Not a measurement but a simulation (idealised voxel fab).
The document below concerns the process module designated voxel transistor to metal.
The width of the displayed cross-section, cut, is 270 nm; its cells are square, with a size of 5 nm.
Reading order for cross-sections: top band down to bottom band. Underlying form: a grid of square cells. Band size: one or more rows of cells.
Heights first: top, then bottom, in nm. Then materials, left to right, each with a width in nm. "edge to edge" on a single material: fills the band edge to edge. "air": empty space.
Heights are measured from 0, the level below which the as-received wafer is all one material; the lowest band has no bottom and continues downward, written as in "top 0, no bottom".
Per-row width for "30 to 40": begins at first number (top row of band), ends at second number (bottom row), increment between rows held constant.
No cell of the cross-section changed in a step that is given as "stayed the same".
So "Voids, sealed" is basically the list of trapped voids: any empty space of 8 cells or more that can't reach the top through an opening. They're written width x height at distance, the distance being from the left edge, and it's all nm.
Post-settings text on a step line: simulator's own remark regarding the step.
For masked steps, "overlay nm" on the step line gives how far right of plan the mask actually lay; a minus sign means it lay to the left.
### So here's the lineup of process steps we planned
1. RECEIVE | material Si
2. CONFORMAL_DEP | material SiO2 | thk nm 5
3. CONFORMAL_DEP | material SiN | thk nm 15
4. DIRECTIONAL_DEP | material aC | thk nm 10
5. PATTERN | tone cover | mask id ACTIVE | material resist | width nm 105 | pitch nm 125 | thk nm 30 | overlay nm 0
6. DIRECTIONAL_ETCH | etch materials aC | depth nm 10
7. STRIP | etch materials resist
8. DIRECTIONAL_ETCH | etch materials SiN | depth nm 15
9. DIRECTIONAL_ETCH | etch materials SiO2 | depth nm 5
10. DIRECTIONAL_ETCH | etch materials Si | depth nm 20
11. STRIP | etch materials aC
12. FILL_DEP | material SiO2 | thk nm 10
13. CMP | height nm 20
14. SELECTIVE_ETCH | etch materials SiO2 | depth nm 5
15. STRIP | etch materials SiN
16. SELECTIVE_ETCH | etch materials SiO2 | depth nm 5
17. OXIDIZE | depth nm 5
18. DIRECTIONAL_DEP | material polySi | thk nm 25
19. DIRECTIONAL_DEP | material SiCN | thk nm 15
20. MASKED_ETCH | tone cover | mask id GATE | width nm 25 | pitch nm 125 | etch materials SiCN | depth nm 25 | overlay nm 0
21. MASKED_ETCH | tone cover | mask id GATE | width nm 15 | pitch nm 125 | etch materials polySi | depth nm 35 | overlay nm 0
22. CONFORMAL_DEP | material SiN | thk nm 5
23. DIRECTIONAL_ETCH | etch materials SiN | depth nm 5
24. DIRECTIONAL_ETCH | etch materials SiO2 | depth nm 5
25. DIRECTIONAL_ETCH | etch materials Si | depth nm 10
26. EPI | material nSi | thk nm 10
27. FILL_DEP | material SiO2 | thk nm 5
28. CMP | height nm 25
29. STRIP | etch materials polySi
30. SELECTIVE_ETCH | etch materials SiO2 | depth nm 5
31. CONFORMAL_DEP | material HfO2 | thk nm 5
32. CONFORMAL_DEP | material TiN | thk nm 5
33. FILL_DEP | material W | thk nm 5
34. CMP | height nm 20
35. DIRECTIONAL_DEP | material SiO2 | thk nm 10
36. PATTERN | tone open | mask id CONTACT | material resist | width nm 15 | thk nm 20 | overlay nm 0
37. DIRECTIONAL_ETCH | etch materials SiO2 | depth nm 35
38. STRIP | etch materials resist
39. CONFORMAL_DEP | material TiN | thk nm 5
40. FILL_DEP | material Ru | thk nm 10
41. CMP | height nm 30
42. DIRECTIONAL_DEP | material TiN | thk nm 5
43. DIRECTIONAL_DEP | material Ru | thk nm 15
44. MASKED_ETCH | tone cover | mask id METAL_1 | width nm 15 | etch materials Ru | depth nm 15 | overlay nm 0
45. MASKED_ETCH | tone cover | mask id METAL_1 | width nm 15 | etch materials TiN | depth nm 5 | overlay nm 0
46. CONFORMAL_DEP | material SiCN | thk nm 5
47. FILL_DEP | material lowk | thk nm 5
48. CMP | height nm 50
49. CONFORMAL_DEP | material SiCN | thk nm 5
All wafers enter the flow in the same state. The width nm at step 21 differs from wafer to wafer, and the plan gives the value for the first wafer.
### Cut through the first of several wafers as received, post step 1
    top 0, no bottom = Si edge to edge
    Voids, sealed: none
### Module finished, last step 49 done: cross-section of the first of several wafers
    top 55, bottom 50 = SiCN edge to edge
    top 50, bottom 35 = 25 lowk / 5 SiCN / 15 Ru / 5 SiCN / 45 lowk / 5 SiCN / 15 Ru / 5 SiCN / 30 lowk / 5 SiCN / 15 Ru / 5 SiCN / 45 lowk / 5 SiCN / 15 Ru / 5 SiCN / 25 lowk
    top 35, bottom 30 = 30 SiCN / 15 TiN / 55 SiCN / 15 TiN / 40 SiCN / 15 TiN / 55 SiCN / 15 TiN / 30 SiCN
    top 30, bottom 20 = 30 SiO2 / 5 TiN / 5 Ru / 5 TiN / 55 SiO2 / 5 TiN / 5 Ru / 5 TiN / 40 SiO2 / 5 TiN / 5 Ru / 5 TiN / 55 SiO2 / 5 TiN / 5 Ru / 5 TiN / 30 SiO2
    top 20, bottom 10 = 30 SiO2 / 5 TiN / 5 Ru / 5 TiN / 10 SiO2 / 5 SiN / 5 HfO2 / 5 TiN / 5 W / 5 TiN / 5 HfO2 / 5 SiN / 10 SiO2 / 5 TiN / 5 Ru / 5 TiN / 40 SiO2 / 5 TiN / 5 Ru / 5 TiN / 10 SiO2 / 5 SiN / 5 HfO2 / 5 TiN / 5 W / 5 TiN / 5 HfO2 / 5 SiN / 10 SiO2 / 5 TiN / 5 Ru / 5 TiN / 30 SiO2
    top 10, bottom 5 = 15 SiO2 / 5 SiN / 10 SiO2 / 5 TiN / 5 Ru / 5 TiN / 10 SiO2 / 5 SiN / 5 HfO2 / 5 TiN / 5 W / 5 TiN / 5 HfO2 / 5 SiN / 10 SiO2 / 5 TiN / 5 Ru / 5 TiN / 10 SiO2 / 5 SiN / 10 SiO2 / 5 SiN / 10 SiO2 / 5 TiN / 5 Ru / 5 TiN / 10 SiO2 / 5 SiN / 5 HfO2 / 5 TiN / 5 W / 5 TiN / 5 HfO2 / 5 SiN / 10 SiO2 / 5 TiN / 5 Ru / 5 TiN / 10 SiO2 / 5 SiN / 15 SiO2
    top 5, bottom 0 = 15 SiO2 / 5 SiN / 10 SiO2 / 5 TiN / 5 Ru / 5 TiN / 10 nSi / 5 SiN / 5 HfO2 / 15 TiN / 5 HfO2 / 5 SiN / 10 nSi / 5 TiN / 5 Ru / 5 TiN / 10 SiO2 / 5 SiN / 10 SiO2 / 5 SiN / 10 SiO2 / 5 TiN / 5 Ru / 5 TiN / 10 nSi / 5 SiN / 5 HfO2 / 15 TiN / 5 HfO2 / 5 SiN / 10 nSi / 5 TiN / 5 Ru / 5 TiN / 10 SiO2 / 5 SiN / 15 SiO2
    top 0, bottom -5 = 30 SiO2 / 15 TiN / 10 nSi / 35 HfO2 / 10 nSi / 15 TiN / 40 SiO2 / 15 TiN / 10 nSi / 35 HfO2 / 10 nSi / 15 TiN / 30 SiO2
    top -5, bottom -15 = 20 SiO2 / 35 nSi / 35 Si / 35 nSi / 20 SiO2 / 35 nSi / 35 Si / 35 nSi / 20 SiO2
    top -15, bottom -20 = 20 SiO2 / 105 Si / 20 SiO2 / 105 Si / 20 SiO2
    top -20, no bottom = Si edge to edge
    Voids, sealed: none
### Cross-sectional depiction of the last of several wafers upon completion of the module
    top 55, bottom 50 = SiCN edge to edge
    top 50, bottom 35 = 25 lowk / 5 SiCN / 15 Ru / 5 SiCN / 45 lowk / 5 SiCN / 15 Ru / 5 SiCN / 30 lowk / 5 SiCN / 15 Ru / 5 SiCN / 45 lowk / 5 SiCN / 15 Ru / 5 SiCN / 25 lowk
    top 35, bottom 30 = 30 SiCN / 15 TiN / 55 SiCN / 15 TiN / 40 SiCN / 15 TiN / 55 SiCN / 15 TiN / 30 SiCN
    top 30, bottom 20 = 30 SiO2 / 5 TiN / 5 Ru / 5 TiN / 55 SiO2 / 5 TiN / 5 Ru / 5 TiN / 40 SiO2 / 5 TiN / 5 Ru / 5 TiN / 55 SiO2 / 5 TiN / 5 Ru / 5 TiN / 30 SiO2
    top 20, bottom 10 = 30 SiO2 / 5 TiN / 5 Ru / 5 TiN / 5 SiO2 / 5 SiN / 5 HfO2 / 5 TiN / 15 W / 5 TiN / 5 HfO2 / 5 SiN / 5 SiO2 / 5 TiN / 5 Ru / 5 TiN / 40 SiO2 / 5 TiN / 5 Ru / 5 TiN / 5 SiO2 / 5 SiN / 5 HfO2 / 5 TiN / 15 W / 5 TiN / 5 HfO2 / 5 SiN / 5 SiO2 / 5 TiN / 5 Ru / 5 TiN / 30 SiO2
    top 10, bottom 5 = 15 SiO2 / 5 SiN / 10 SiO2 / 15 TiN / 5 SiO2 / 5 SiN / 5 HfO2 / 5 TiN / 15 W / 5 TiN / 5 HfO2 / 5 SiN / 5 SiO2 / 15 TiN / 10 SiO2 / 5 SiN / 10 SiO2 / 5 SiN / 10 SiO2 / 15 TiN / 5 SiO2 / 5 SiN / 5 HfO2 / 5 TiN / 15 W / 5 TiN / 5 HfO2 / 5 SiN / 5 SiO2 / 15 TiN / 10 SiO2 / 5 SiN / 15 SiO2
    top 5, bottom 0 = 15 SiO2 / 5 SiN / 10 SiO2 / 10 TiN / 10 nSi / 5 SiN / 5 HfO2 / 25 TiN / 5 HfO2 / 5 SiN / 10 nSi / 10 TiN / 10 SiO2 / 5 SiN / 10 SiO2 / 5 SiN / 10 SiO2 / 10 TiN / 10 nSi / 5 SiN / 5 HfO2 / 25 TiN / 5 HfO2 / 5 SiN / 10 nSi / 10 TiN / 10 SiO2 / 5 SiN / 15 SiO2
    top 0, bottom -5 = 30 SiO2 / 10 TiN / 10 nSi / 45 HfO2 / 10 nSi / 10 TiN / 40 SiO2 / 10 TiN / 10 nSi / 45 HfO2 / 10 nSi / 10 TiN / 30 SiO2
    top -5, bottom -15 = 20 SiO2 / 30 nSi / 45 Si / 30 nSi / 20 SiO2 / 30 nSi / 45 Si / 30 nSi / 20 SiO2
    top -15, bottom -20 = 20 SiO2 / 105 Si / 20 SiO2 / 105 Si / 20 SiO2
    top -20, no bottom = Si edge to edge
    Voids, sealed: none
### Take any row and you have a wafer at the end of the module: how many cells of each material it has gained (+) or lost (-) since it was received, and then its closed voids
width nm 15, +30 HfO2, +60 Ru, -146 Si, +120 SiCN, +24 SiN, +236 SiO2, +90 TiN, +6 W, +102 lowk, +72 nSi, Voids, sealed: none
width nm 20, +30 HfO2, +60 Ru, -146 Si, +120 SiCN, +24 SiN, +236 SiO2, +90 TiN, +6 W, +102 lowk, +72 nSi, Voids, sealed: none
width nm 25, +30 HfO2, +60 Ru, -146 Si, +120 SiCN, +24 SiN, +236 SiO2, +90 TiN, +6 W, +102 lowk, +72 nSi, Voids, sealed: none
width nm 30, +32 HfO2, +56 Ru, -142 Si, +120 SiCN, +24 SiN, +230 SiO2, +92 TiN, +12 W, +102 lowk, +68 nSi, Voids, sealed: none
width nm 35, +34 HfO2, +52 Ru, -138 Si, +120 SiCN, +24 SiN, +224 SiO2, +94 TiN, +18 W, +102 lowk, +64 nSi, Voids, sealed: none
